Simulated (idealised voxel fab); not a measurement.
The process module that follows is named voxel ribs on slabs.
Displayed cross-section: cut, width of 275 nm, square cells sized 5 nm.
The cross-sections in this document take the form of a grid made of square cells. They are written out as bands, in order from top to bottom. Each band consists of one or more rows of cells. Within each band entry, the heights of the top and of the bottom of the band appear first, in that order and in nm; the materials of the band then follow from left to right, each with its corresponding width in nm. The designation "full width" on a single material indicates that it fills the band from edge to edge; the designation "air" indicates empty space. Basically, 0 is our baseline, since under it the wafer straight out of the box is all one material. The bottom band has no lower end and keeps on going down, so it looks like "0 and below". Graded width ("30->40"): value in top row of band = first number; value in bottom row = second number; row-to-row change constant. The designation "everything unchanged", where it is given for a processing step, indicates that no cell of the cross-section was altered in the course of that step. Look at "Enclosed void entries" for the closed voids: empty spaces with no open path to the top, sized 8 cells or up. Each is width x height at distance, distance from the left edge, all nm. On each step's line, the part that comes after the settings is the simulator's own comment on the step. overlay nm: right-of-plan distance of the mask on a masked step; negative values mean left-of-plan. Pairs ahead. Before: cross-section ahead of one process step. After: cross-section once the step is done, shown to the lowest changed band only. Under each pair: that step, with settings. Caution: pairs may come from different runs of this module on the same starting wafer; a pair follows the pair above only where its "Pre-step geometry" entry says so.

PRE-STEP GEOMETRY
	0 and below | Si full width
	Enclosed void entries: none

CROSS-SECTION AFTER STEP
	30 down to 0 | SiO2 full width
	Anything lower than 0 is untouched.
	Enclosed void entries: none
What was done to get from the before section above to the after section? DIRECTIONAL_DEP | material SiO2 | thk nm 30

Pre-step geometry: unchanged from the after cross-section in the pair immediately above; refer to that figure.

CROSS-SECTION AFTER STEP
	55 down to 30 | polySi full width
	Anything lower than 30 is untouched.
	Enclosed void entries: none
What was done to get from the before section above to the after section? DIRECTIONAL_DEP | material polySi | thk nm 25

Pre-step geometry: unchanged from the after cross-section in the pair immediately above; refer to that figure.

CROSS-SECTION AFTER STEP
	55 down to 40 | 130 air | 15 polySi | 130 air
	Anything lower than 40 is untouched.
	Enclosed void entries: none
What was done to get from the before section above to the after section? MASKED_ETCH | tone cover | mask id RIB | width nm 15 | etch materials polySi | depth nm 15 | overlay nm 0

Pre-step geometry: unchanged from the after cross-section in the pair immediately above; refer to that figure.

CROSS-SECTION AFTER STEP
	70 down to 55 | 100 air | 75 resist | 100 air
	55 down to 40 | 100 air | 30 resist | 15 polySi | 30 resist | 100 air
	Anything lower than 40 is untouched.
	Enclosed void entries: none
What was done to get from the before section above to the after section? PATTERN | tone cover | mask id SLAB | material resist | width nm 75 | thk nm 15 | overlay nm 0

Pre-step geometry: unchanged from the after cross-section in the pair immediately above; refer to that figure.

CROSS-SECTION AFTER STEP
	70 down to 55 | 100 air | 75 resist | 100 air
	55 down to 40 | 100 air | 30 resist | 15 polySi | 30 resist | 100 air
	40 down to 30 | 100 air | 75 polySi | 100 air
	Anything lower than 30 is untouched.
	Enclosed void entries: none
What was done to get from the before section above to the after section? DIRECTIONAL_ETCH | etch materials polySi | depth nm 10

Pre-step geometry: unchanged from the after cross-section in the pair immediately above; refer to that figure.

CROSS-SECTION AFTER STEP
	55 down to 40 | 130 air | 15 polySi | 130 air
	Anything lower than 40 is untouched.
	Enclosed void entries: none
What was done to get from the before section above to the after section? STRIP | etch materials resist

Pre-step geometry: unchanged from the after cross-section in the pair immediately above; refer to that figure.

CROSS-SECTION AFTER STEP
	80 down to 55 | SiO2 full width
	55 down to 40 | 130 SiO2 | 15 polySi | 130 SiO2
	40 down to 30 | 100 SiO2 | 75 polySi | 100 SiO2
	Anything lower than 30 is untouched.
	Enclosed void entries: none
What was done to get from the before section above to the after section? FILL_DEP | material SiO2 | thk nm 25

Pre-step geometry: unchanged from the after cross-section in the pair immediately above; refer to that figure.

CROSS-SECTION AFTER STEP
	75 down to 55 | SiO2 full width
	Anything lower than 55 is untouched.
	Enclosed void entries: none
What was done to get from the before section above to the after section? CMP | height nm 75

Pre-step geometry: unchanged from the after cross-section in the pair immediately above; refer to that figure.

CROSS-SECTION AFTER STEP
	80 down to 75 | W full width
	Anything lower than 75 is untouched.
	Enclosed void entries: none
What was done to get from the before section above to the after section? DIRECTIONAL_DEP | material W | thk nm 5

Pre-step geometry: unchanged from the after cross-section in the pair immediately above; refer to that figure.

CROSS-SECTION AFTER STEP
	95 down to 80 | aC full width
	Anything lower than 80 is untouched.
	Enclosed void entries: none
What was done to get from the before section above to the after section? DIRECTIONAL_DEP | material aC | thk nm 15

Pre-step geometry: unchanged from the after cross-section in the pair immediately above; refer to that figure.

CROSS-SECTION AFTER STEP
	125 down to 95 | 125 air | 25 resist | 125 air
	Anything lower than 95 is untouched.
	Enclosed void entries: none
What was done to get from the before section above to the after section? PATTERN | tone cover | mask id HEATER | material resist | width nm 25 | thk nm 30 | overlay nm 0

Pre-step geometry: unchanged from the after cross-section in the pair immediately above; refer to that figure.

CROSS-SECTION AFTER STEP
	110 down to 95 | 125 air | 25 resist | 125 air
	95 down to 80 | 125 air | 25 aC | 125 air
	Anything lower than 80 is untouched.
	Enclosed void entries: none
What was done to get from the before section above to the after section? DIRECTIONAL_ETCH | etch materials aC | depth nm 15

Pre-step geometry: unchanged from the after cross-section in the pair immediately above; refer to that figure.

CROSS-SECTION AFTER STEP
	95 down to 80 | 125 air | 25 aC | 125 air
	Anything lower than 80 is untouched.
	Enclosed void entries: none
What was done to get from the before section above to the after section? STRIP | etch materials resist

Pre-step geometry: unchanged from the after cross-section in the pair immediately above; refer to that figure.

CROSS-SECTION AFTER STEP
	95 down to 80 | 125 air | 25 aC | 125 air
	80 down to 75 | 125 air | 25 W | 125 air
	Anything lower than 75 is untouched.
	Enclosed void entries: none
What was done to get from the before section above to the after section? DIRECTIONAL_ETCH | etch materials W | depth nm 5

Pre-step geometry: unchanged from the after cross-section in the pair immediately above; refer to that figure.

CROSS-SECTION AFTER STEP
	80 down to 75 | 125 air | 25 W | 125 air
	Anything lower than 75 is untouched.
	Enclosed void entries: none
What was done to get from the before section above to the after section? STRIP | etch materials aC

Pre-step geometry: unchanged from the after cross-section in the pair immediately above; refer to that figure.

CROSS-SECTION AFTER STEP
	90 down to 85 | 115 air | 45 SiO2 | 115 air
	85 down to 80 | SiO2 full width
	80 down to 75 | 125 SiO2 | 25 W | 125 SiO2
	Anything lower than 75 is untouched.
	Enclosed void entries: none
What was done to get from the before section above to the after section? CONFORMAL_DEP | material SiO2 | thk nm 10

PRE-STEP GEOMETRY
	30 down to 0 | SiO2 full width
	0 and below | Si full width
	Enclosed void entries: none

CROSS-SECTION AFTER STEP
	60 down to 0 | SiO2 full width
	Anything lower than 0 is untouched.
	Enclosed void entries: none
What was done to get from the before section above to the after section? DIRECTIONAL_DEP | material SiO2 | thk nm 30

Pre-step geometry: unchanged from the after cross-section in the pair immediately above; refer to that figure.

CROSS-SECTION AFTER STEP
	85 down to 60 | polySi full width
	Anything lower than 60 is untouched.
	Enclosed void entries: none
What was done to get from the before section above to the after section? DIRECTIONAL_DEP | material polySi | thk nm 25

Pre-step geometry: unchanged from the after cross-section in the pair immediately above; refer to that figure.

CROSS-SECTION AFTER STEP
	85 down to 70 | 130 air | 15 polySi | 130 air
	Anything lower than 70 is untouched.
	Enclosed void entries: none
What was done to get from the before section above to the after section? MASKED_ETCH | tone cover | mask id RIB | width nm 15 | etch materials polySi | depth nm 15 | overlay nm 0

Pre-step geometry: unchanged from the after cross-section in the pair immediately above; refer to that figure.

CROSS-SECTION AFTER STEP
	100 down to 85 | 100 air | 75 resist | 100 air
	85 down to 70 | 100 air | 30 resist | 15 polySi | 30 resist | 100 air
	Anything lower than 70 is untouched.
	Enclosed void entries: none
What was done to get from the before section above to the after section? PATTERN | tone cover | mask id SLAB | material resist | width nm 75 | thk nm 15 | overlay nm 0

Pre-step geometry: unchanged from the after cross-section in the pair immediately above; refer to that figure.

CROSS-SECTION AFTER STEP
	100 down to 85 | 100 air | 75 resist | 100 air
	85 down to 70 | 100 air | 30 resist | 15 polySi | 30 resist | 100 air
	70 down to 60 | 100 air | 75 polySi | 100 air
	Anything lower than 60 is untouched.
	Enclosed void entries: none
What was done to get from the before section above to the after section? DIRECTIONAL_ETCH | etch materials polySi | depth nm 10

Pre-step geometry: unchanged from the after cross-section in the pair immediately above; refer to that figure.

CROSS-SECTION AFTER STEP
	85 down to 70 | 130 air | 15 polySi | 130 air
	Anything lower than 70 is untouched.
	Enclosed void entries: none
What was done to get from the before section above to the after section? STRIP | etch materials resist

Pre-step geometry: unchanged from the after cross-section in the pair immediately above; refer to that figure.

CROSS-SECTION AFTER STEP
	110 down to 85 | SiO2 full width
	85 down to 70 | 130 SiO2 | 15 polySi | 130 SiO2
	70 down to 60 | 100 SiO2 | 75 polySi | 100 SiO2
	Anything lower than 60 is untouched.
	Enclosed void entries: none
What was done to get from the before section above to the after section? FILL_DEP | material SiO2 | thk nm 25

Pre-step geometry: unchanged from the after cross-section in the pair immediately above; refer to that figure.

CROSS-SECTION AFTER STEP
	75 down to 70 | 130 SiO2 | 15 polySi | 130 SiO2
	Anything lower than 70 is untouched.
	Enclosed void entries: none
What was done to get from the before section above to the after section? CMP | height nm 75

Pre-step geometry: unchanged from the after cross-section in the pair immediately above; refer to that figure.

CROSS-SECTION AFTER STEP
	80 down to 75 | W full width
	Anything lower than 75 is untouched.
	Enclosed void entries: none
What was done to get from the before section above to the after section? DIRECTIONAL_DEP | material W | thk nm 5

Pre-step geometry: unchanged from the after cross-section in the pair immediately above; refer to that figure.

CROSS-SECTION AFTER STEP
	95 down to 80 | aC full width
	Anything lower than 80 is untouched.
	Enclosed void entries: none
What was done to get from the before section above to the after section? DIRECTIONAL_DEP | material aC | thk nm 15

Pre-step geometry: unchanged from the after cross-section in the pair immediately above; refer to that figure.

CROSS-SECTION AFTER STEP
	125 down to 95 | 125 air | 25 resist | 125 air
	Anything lower than 95 is untouched.
	Enclosed void entries: none
What was done to get from the before section above to the after section? PATTERN | tone cover | mask id HEATER | material resist | width nm 25 | thk nm 30 | overlay nm 0

Pre-step geometry: unchanged from the after cross-section in the pair immediately above; refer to that figure.

CROSS-SECTION AFTER STEP
	110 down to 95 | 125 air | 25 resist | 125 air
	95 down to 80 | 125 air | 25 aC | 125 air
	Anything lower than 80 is untouched.
	Enclosed void entries: none
What was done to get from the before section above to the after section? DIRECTIONAL_ETCH | etch materials aC | depth nm 15

Pre-step geometry: unchanged from the after cross-section in the pair immediately above; refer to that figure.

CROSS-SECTION AFTER STEP
	95 down to 80 | 125 air | 25 aC | 125 air
	Anything lower than 80 is untouched.
	Enclosed void entries: none
What was done to get from the before section above to the after section? STRIP | etch materials resist

Pre-step geometry: unchanged from the after cross-section in the pair immediately above; refer to that figure.

CROSS-SECTION AFTER STEP
	95 down to 80 | 125 air | 25 aC | 125 air
	80 down to 75 | 125 air | 25 W | 125 air
	Anything lower than 75 is untouched.
	Enclosed void entries: none
What was done to get from the before section above to the after section? DIRECTIONAL_ETCH | etch materials W | depth nm 5

Pre-step geometry: unchanged from the after cross-section in the pair immediately above; refer to that figure.

CROSS-SECTION AFTER STEP
	80 down to 75 | 125 air | 25 W | 125 air
	Anything lower than 75 is untouched.
	Enclosed void entries: none
What was done to get from the before section above to the after section? STRIP | etch materials aC

Pre-step geometry: unchanged from the after cross-section in the pair immediately above; refer to that figure.

CROSS-SECTION AFTER STEP
	90 down to 85 | 115 air | 45 SiO2 | 115 air
	85 down to 80 | SiO2 full width
	80 down to 75 | 125 SiO2 | 25 W | 125 SiO2
	Anything lower than 75 is untouched.
	Enclosed void entries: none
What was done to get from the before section above to the after section? CONFORMAL_DEP | material SiO2 | thk nm 10

PRE-STEP GEOMETRY
	0 and below | Si full width
	Enclosed void entries: none

CROSS-SECTION AFTER STEP
	25 down to 0 | polySi full width
	Anything lower than 0 is untouched.
	Enclosed void entries: none
What was done to get from the before section above to the after section? DIRECTIONAL_DEP | material polySi | thk nm 25

Pre-step geometry: unchanged from the after cross-section in the pair immediately above; refer to that figure.

CROSS-SECTION AFTER STEP
	55 down to 25 | SiO2 full width
	Anything lower than 25 is untouched.
	Enclosed void entries: none
What was done to get from the before section above to the after section? DIRECTIONAL_DEP | material SiO2 | thk nm 30

Pre-step geometry: unchanged from the after cross-section in the pair immediately above; refer to that figure.

CROSS-SECTION AFTER STEP
	70 down to 55 | 100 air | 75 resist | 100 air
	Anything lower than 55 is untouched.
	Enclosed void entries: none
What was done to get from the before section above to the after section? PATTERN | tone cover | mask id SLAB | material resist | width nm 75 | thk nm 15 | overlay nm 0

Pre-step geometry: unchanged from the after cross-section in the pair immediately above; refer to that figure.

CROSS-SECTION AFTER STEP
	55 down to 25 | SiO2 full width
	Anything lower than 25 is untouched.
	Enclosed void entries: none
What was done to get from the before section above to the after section? STRIP | etch materials resist

Pre-step geometry: unchanged from the after cross-section in the pair immediately above; refer to that figure.

CROSS-SECTION AFTER STEP
	80 down to 25 | SiO2 full width
	Anything lower than 25 is untouched.
	Enclosed void entries: none
What was done to get from the before section above to the after section? FILL_DEP | material SiO2 | thk nm 25

Pre-step geometry: unchanged from the after cross-section in the pair immediately above; refer to that figure.

CROSS-SECTION AFTER STEP
	75 down to 25 | SiO2 full width
	Anything lower than 25 is untouched.
	Enclosed void entries: none
What was done to get from the before section above to the after section? CMP | height nm 75

Pre-step geometry: unchanged from the after cross-section in the pair immediately above; refer to that figure.

CROSS-SECTION AFTER STEP
	80 down to 75 | W full width
	Anything lower than 75 is untouched.
	Enclosed void entries: none
What was done to get from the before section above to the after section? DIRECTIONAL_DEP | material W | thk nm 5

Pre-step geometry: unchanged from the after cross-section in the pair immediately above; refer to that figure.

CROSS-SECTION AFTER STEP
	95 down to 80 | aC full width
	Anything lower than 80 is untouched.
	Enclosed void entries: none
What was done to get from the before section above to the after section? DIRECTIONAL_DEP | material aC | thk nm 15

Pre-step geometry: unchanged from the after cross-section in the pair immediately above; refer to that figure.

CROSS-SECTION AFTER STEP
	125 down to 95 | 125 air | 25 resist | 125 air
	Anything lower than 95 is untouched.
	Enclosed void entries: none
What was done to get from the before section above to the after section? PATTERN | tone cover | mask id HEATER | material resist | width nm 25 | thk nm 30 | overlay nm 0

Pre-step geometry: unchanged from the after cross-section in the pair immediately above; refer to that figure.

CROSS-SECTION AFTER STEP
	110 down to 95 | 125 air | 25 resist | 125 air
	95 down to 80 | 125 air | 25 aC | 125 air
	Anything lower than 80 is untouched.
	Enclosed void entries: none
What was done to get from the before section above to the after section? DIRECTIONAL_ETCH | etch materials aC | depth nm 15

Pre-step geometry: unchanged from the after cross-section in the pair immediately above; refer to that figure.

CROSS-SECTION AFTER STEP
	95 down to 80 | 125 air | 25 aC | 125 air
	Anything lower than 80 is untouched.
	Enclosed void entries: none
What was done to get from the before section above to the after section? STRIP | etch materials resist

Pre-step geometry: unchanged from the after cross-section in the pair immediately above; refer to that figure.

CROSS-SECTION AFTER STEP
	95 down to 80 | 125 air | 25 aC | 125 air
	80 down to 75 | 125 air | 25 W | 125 air
	Anything lower than 75 is untouched.
	Enclosed void entries: none
What was done to get from the before section above to the after section? DIRECTIONAL_ETCH | etch materials W | depth nm 5

Pre-step geometry: unchanged from the after cross-section in the pair immediately above; refer to that figure.

CROSS-SECTION AFTER STEP
	80 down to 75 | 125 air | 25 W | 125 air
	Anything lower than 75 is untouched.
	Enclosed void entries: none
What was done to get from the before section above to the after section? STRIP | etch materials aC

Pre-step geometry: unchanged from the after cross-section in the pair immediately above; refer to that figure.

CROSS-SECTION AFTER STEP
	90 down to 85 | 115 air | 45 SiO2 | 115 air
	85 down to 80 | SiO2 full width
	80 down to 75 | 125 SiO2 | 25 W | 125 SiO2
	Anything lower than 75 is untouched.
	Enclosed void entries: none
What was done to get from the before section above to the after section? CONFORMAL_DEP | material SiO2 | thk nm 10

PRE-STEP GEOMETRY
	80 down to 75 | 125 air | 25 W | 125 air
	75 down to 55 | SiO2 full width
	55 down to 40 | 130 SiO2 | 15 polySi | 130 SiO2
	40 down to 30 | 100 SiO2 | 75 polySi | 100 SiO2
	30 down to 0 | SiO2 full width
	0 and below | Si full width
	Enclosed void entries: none

CROSS-SECTION AFTER STEP
	85 down to 80 | 120 air | 35 SiO2 | 120 air
	80 down to 75 | 125 SiO2 | 25 W | 125 SiO2
	Anything lower than 75 is untouched.
	Enclosed void entries: none
What was done to get from the before section above to the after section? CONFORMAL_DEP | material SiO2 | thk nm 5

PRE-STEP GEOMETRY
	95 down to 80 | aC full width
	80 down to 75 | W full width
	75 down to 55 | SiO2 full width
	55 down to 40 | 130 SiO2 | 15 polySi | 130 SiO2
	40 down to 30 | 100 SiO2 | 75 polySi | 100 SiO2
	30 down to 0 | SiO2 full width
	0 and below | Si full width
	Enclosed void entries: none

CROSS-SECTION AFTER STEP
	125 down to 95 | 125 air | 30 resist | 120 air
	Anything lower than 95 is untouched.
	Enclosed void entries: none
What was done to get from the before section above to the after section? PATTERN | tone cover | mask id HEATER | material resist | width nm 30 | thk nm 30 | overlay nm 0

Pre-step geometry: unchanged from the after cross-section in the pair immediately above; refer to that figure.

CROSS-SECTION AFTER STEP
	110 down to 95 | 125 air | 30 resist | 120 air
	95 down to 80 | 125 air | 30 aC | 120 air
	Anything lower than 80 is untouched.
	Enclosed void entries: none
What was done to get from the before section above to the after section? DIRECTIONAL_ETCH | etch materials aC | depth nm 15

Pre-step geometry: unchanged from the after cross-section in the pair immediately above; refer to that figure.

CROSS-SECTION AFTER STEP
	95 down to 80 | 125 air | 30 aC | 120 air
	Anything lower than 80 is untouched.
	Enclosed void entries: none
What was done to get from the before section above to the after section? STRIP | etch materials resist

Pre-step geometry: unchanged from the after cross-section in the pair immediately above; refer to that figure.

CROSS-SECTION AFTER STEP
	95 down to 80 | 125 air | 30 aC | 120 air
	80 down to 75 | 125 air | 30 W | 120 air
	Anything lower than 75 is untouched.
	Enclosed void entries: none
What was done to get from the before section above to the after section? DIRECTIONAL_ETCH | etch materials W | depth nm 5

Pre-step geometry: unchanged from the after cross-section in the pair immediately above; refer to that figure.

CROSS-SECTION AFTER STEP
	80 down to 75 | 125 air | 30 W | 120 air
	Anything lower than 75 is untouched.
	Enclosed void entries: none
What was done to get from the before section above to the after section? STRIP | etch materials aC

Pre-step geometry: unchanged from the after cross-section in the pair immediately above; refer to that figure.

CROSS-SECTION AFTER STEP
	90 down to 85 | 115 air | 50 SiO2 | 110 air
	85 down to 80 | SiO2 full width
	80 down to 75 | 125 SiO2 | 30 W | 120 SiO2
	Anything lower than 75 is untouched.
	Enclosed void entries: none
What was done to get from the before section above to the after section? CONFORMAL_DEP | material SiO2 | thk nm 10

PRE-STEP GEOMETRY
	95 down to 80 | aC full width
	80 down to 75 | W full width
	75 down to 55 | SiO2 full width
	55 down to 40 | 130 SiO2 | 15 polySi | 130 SiO2
	40 down to 30 | 100 SiO2 | 75 polySi | 100 SiO2
	30 down to 0 | SiO2 full width
	0 and below | Si full width
	Enclosed void entries: none

CROSS-SECTION AFTER STEP
	125 down to 95 | 130 air | 25 resist | 120 air
	Anything lower than 95 is untouched.
	Enclosed void entries: none
What was done to get from the before section above to the after section? PATTERN | tone cover | mask id HEATER | material resist | width nm 25 | thk nm 30 | overlay nm 5

Pre-step geometry: unchanged from the after cross-section in the pair immediately above; refer to that figure.

CROSS-SECTION AFTER STEP
	110 down to 95 | 130 air | 25 resist | 120 air
	95 down to 80 | 130 air | 25 aC | 120 air
	Anything lower than 80 is untouched.
	Enclosed void entries: none
What was done to get from the before section above to the after section? DIRECTIONAL_ETCH | etch materials aC | depth nm 15

Pre-step geometry: unchanged from the after cross-section in the pair immediately above; refer to that figure.

CROSS-SECTION AFTER STEP
	95 down to 80 | 130 air | 25 aC | 120 air
	Anything lower than 80 is untouched.
	Enclosed void entries: none
What was done to get from the before section above to the after section? STRIP | etch materials resist

Pre-step geometry: unchanged from the after cross-section in the pair immediately above; refer to that figure.

CROSS-SECTION AFTER STEP
	95 down to 80 | 130 air | 25 aC | 120 air
	80 down to 75 | 130 air | 25 W | 120 air
	Anything lower than 75 is untouched.
	Enclosed void entries: none
What was done to get from the before section above to the after section? DIRECTIONAL_ETCH | etch materials W | depth nm 5

Pre-step geometry: unchanged from the after cross-section in the pair immediately above; refer to that figure.

CROSS-SECTION AFTER STEP
	80 down to 75 | 130 air | 25 W | 120 air
	Anything lower than 75 is untouched.
	Enclosed void entries: none
What was done to get from the before section above to the after section? STRIP | etch materials aC

Pre-step geometry: unchanged from the after cross-section in the pair immediately above; refer to that figure.

CROSS-SECTION AFTER STEP
	90 down to 85 | 120 air | 45 SiO2 | 110 air
	85 down to 80 | SiO2 full width
	80 down to 75 | 130 SiO2 | 25 W | 120 SiO2
	Anything lower than 75 is untouched.
	Enclosed void entries: none
What was done to get from the before section above to the after section? CONFORMAL_DEP | material SiO2 | thk nm 10

PRE-STEP GEOMETRY
	75 down to 55 | SiO2 full width
	55 down to 40 | 130 SiO2 | 15 polySi | 130 SiO2
	40 down to 30 | 100 SiO2 | 75 polySi | 100 SiO2
	30 down to 0 | SiO2 full width
	0 and below | Si full width
	Enclosed void entries: none

CROSS-SECTION AFTER STEP
	80 down to 55 | SiO2 full width
	Anything lower than 55 is untouched.
	Enclosed void entries: none
What was done to get from the before section above to the after section? DIRECTIONAL_DEP | material SiO2 | thk nm 5

Pre-step geometry: unchanged from the after cross-section in the pair immediately above; refer to that figure.

CROSS-SECTION AFTER STEP
	95 down to 80 | aC full width
	Anything lower than 80 is untouched.
	Enclosed void entries: none
What was done to get from the before section above to the after section? DIRECTIONAL_DEP | material aC | thk nm 15

Pre-step geometry: unchanged from the after cross-section in the pair immediately above; refer to that figure.

CROSS-SECTION AFTER STEP
	125 down to 95 | 125 air | 25 resist | 125 air
	Anything lower than 95 is untouched.
	Enclosed void entries: none
What was done to get from the before section above to the after section? PATTERN | tone cover | mask id HEATER | material resist | width nm 25 | thk nm 30 | overlay nm 0

Pre-step geometry: unchanged from the after cross-section in the pair immediately above; refer to that figure.

CROSS-SECTION AFTER STEP
	110 down to 95 | 125 air | 25 resist | 125 air
	95 down to 80 | 125 air | 25 aC | 125 air
	Anything lower than 80 is untouched.
	Enclosed void entries: none
What was done to get from the before section above to the after section? DIRECTIONAL_ETCH | etch materials aC | depth nm 15

Pre-step geometry: unchanged from the after cross-section in the pair immediately above; refer to that figure.

CROSS-SECTION AFTER STEP
	95 down to 80 | 125 air | 25 aC | 125 air
	Anything lower than 80 is untouched.
	Enclosed void entries: none
What was done to get from the before section above to the after section? STRIP | etch materials resist

Pre-step geometry: unchanged from the after cross-section in the pair immediately above; refer to that figure.

CROSS-SECTION AFTER STEP
	80 down to 55 | SiO2 full width
	Anything lower than 55 is untouched.
	Enclosed void entries: none
What was done to get from the before section above to the after section? STRIP | etch materials aC

Pre-step geometry: unchanged from the after cross-section in the pair immediately above; refer to that figure.

CROSS-SECTION AFTER STEP
	90 down to 55 | SiO2 full width
	Anything lower than 55 is untouched.
	Enclosed void entries: none
What was done to get from the before section above to the after section? CONFORMAL_DEP | material SiO2 | thk nm 10

PRE-STEP GEOMETRY
	55 down to 30 | polySi full width
	30 down to 0 | SiO2 full width
	0 and below | Si full width
	Enclosed void entries: none

CROSS-SECTION AFTER STEP
	55 down to 40 | 130 polySi | 15 air | 130 polySi
	Anything lower than 40 is untouched.
	Enclosed void entries: none
What was done to get from the before section above to the after section? MASKED_ETCH | tone open | mask id RIB | width nm 15 | etch materials polySi | depth nm 15 | overlay nm 0

Pre-step geometry: unchanged from the after cross-section in the pair immediately above; refer to that figure.

CROSS-SECTION AFTER STEP
	70 down to 55 | 100 air | 75 resist | 100 air
	55 down to 40 | 130 polySi | 15 resist | 130 polySi
	Anything lower than 40 is untouched.
	Enclosed void entries: none
What was done to get from the before section above to the after section? PATTERN | tone cover | mask id SLAB | material resist | width nm 75 | thk nm 15 | overlay nm 0

Pre-step geometry: unchanged from the after cross-section in the pair immediately above; refer to that figure.

CROSS-SECTION AFTER STEP
	70 down to 55 | 100 air | 75 resist | 100 air
	55 down to 45 | 100 air | 30 polySi | 15 resist | 30 polySi | 100 air
	Anything lower than 45 is untouched.
	Enclosed void entries: none
What was done to get from the before section above to the after section? DIRECTIONAL_ETCH | etch materials polySi | depth nm 10

Pre-step geometry: unchanged from the after cross-section in the pair immediately above; refer to that figure.

CROSS-SECTION AFTER STEP
	55 down to 45 | 100 air | 30 polySi | 15 air | 30 polySi | 100 air
	45 down to 40 | 130 polySi | 15 air | 130 polySi
	Anything lower than 40 is untouched.
	Enclosed void entries: none
What was done to get from the before section above to the after section? STRIP | etch materials resist

Pre-step geometry: unchanged from the after cross-section in the pair immediately above; refer to that figure.

CROSS-SECTION AFTER STEP
	80 down to 55 | SiO2 full width
	55 down to 45 | 100 SiO2 | 30 polySi | 15 SiO2 | 30 polySi | 100 SiO2
	45 down to 40 | 130 polySi | 15 SiO2 | 130 polySi
	Anything lower than 40 is untouched.
	Enclosed void entries: none
What was done to get from the before section above to the after section? FILL_DEP | material SiO2 | thk nm 25

Pre-step geometry: unchanged from the after cross-section in the pair immediately above; refer to that figure.

CROSS-SECTION AFTER STEP
	75 down to 55 | SiO2 full width
	Anything lower than 55 is untouched.
	Enclosed void entries: none
What was done to get from the before section above to the after section? CMP | height nm 75

Pre-step geometry: unchanged from the after cross-section in the pair immediately above; refer to that figure.

CROSS-SECTION AFTER STEP
	80 down to 75 | W full width
	Anything lower than 75 is untouched.
	Enclosed void entries: none
What was done to get from the before section above to the after section? DIRECTIONAL_DEP | material W | thk nm 5

Pre-step geometry: unchanged from the after cross-section in the pair immediately above; refer to that figure.

CROSS-SECTION AFTER STEP
	95 down to 80 | aC full width
	Anything lower than 80 is untouched.
	Enclosed void entries: none
What was done to get from the before section above to the after section? DIRECTIONAL_DEP | material aC | thk nm 15

Pre-step geometry: unchanged from the after cross-section in the pair immediately above; refer to that figure.

CROSS-SECTION AFTER STEP
	125 down to 95 | 125 air | 25 resist | 125 air
	Anything lower than 95 is untouched.
	Enclosed void entries: none
What was done to get from the before section above to the after section? PATTERN | tone cover | mask id HEATER | material resist | width nm 25 | thk nm 30 | overlay nm 0

Pre-step geometry: unchanged from the after cross-section in the pair immediately above; refer to that figure.

CROSS-SECTION AFTER STEP
	110 down to 95 | 125 air | 25 resist | 125 air
	95 down to 80 | 125 air | 25 aC | 125 air
	Anything lower than 80 is untouched.
	Enclosed void entries: none
What was done to get from the before section above to the after section? DIRECTIONAL_ETCH | etch materials aC | depth nm 15

Pre-step geometry: unchanged from the after cross-section in the pair immediately above; refer to that figure.

CROSS-SECTION AFTER STEP
	95 down to 80 | 125 air | 25 aC | 125 air
	Anything lower than 80 is untouched.
	Enclosed void entries: none
What was done to get from the before section above to the after section? STRIP | etch materials resist

Pre-step geometry: unchanged from the after cross-section in the pair immediately above; refer to that figure.

CROSS-SECTION AFTER STEP
	95 down to 80 | 125 air | 25 aC | 125 air
	80 down to 75 | 125 air | 25 W | 125 air
	Anything lower than 75 is untouched.
	Enclosed void entries: none
What was done to get from the before section above to the after section? DIRECTIONAL_ETCH | etch materials W | depth nm 5

Pre-step geometry: unchanged from the after cross-section in the pair immediately above; refer to that figure.

CROSS-SECTION AFTER STEP
	80 down to 75 | 125 air | 25 W | 125 air
	Anything lower than 75 is untouched.
	Enclosed void entries: none
What was done to get from the before section above to the after section? STRIP | etch materials aC

Pre-step geometry: unchanged from the after cross-section in the pair immediately above; refer to that figure.

CROSS-SECTION AFTER STEP
	90 down to 85 | 115 air | 45 SiO2 | 115 air
	85 down to 80 | SiO2 full width
	80 down to 75 | 125 SiO2 | 25 W | 125 SiO2
	Anything lower than 75 is untouched.
	Enclosed void entries: none
What was done to get from the before section above to the after section? CONFORMAL_DEP | material SiO2 | thk nm 10
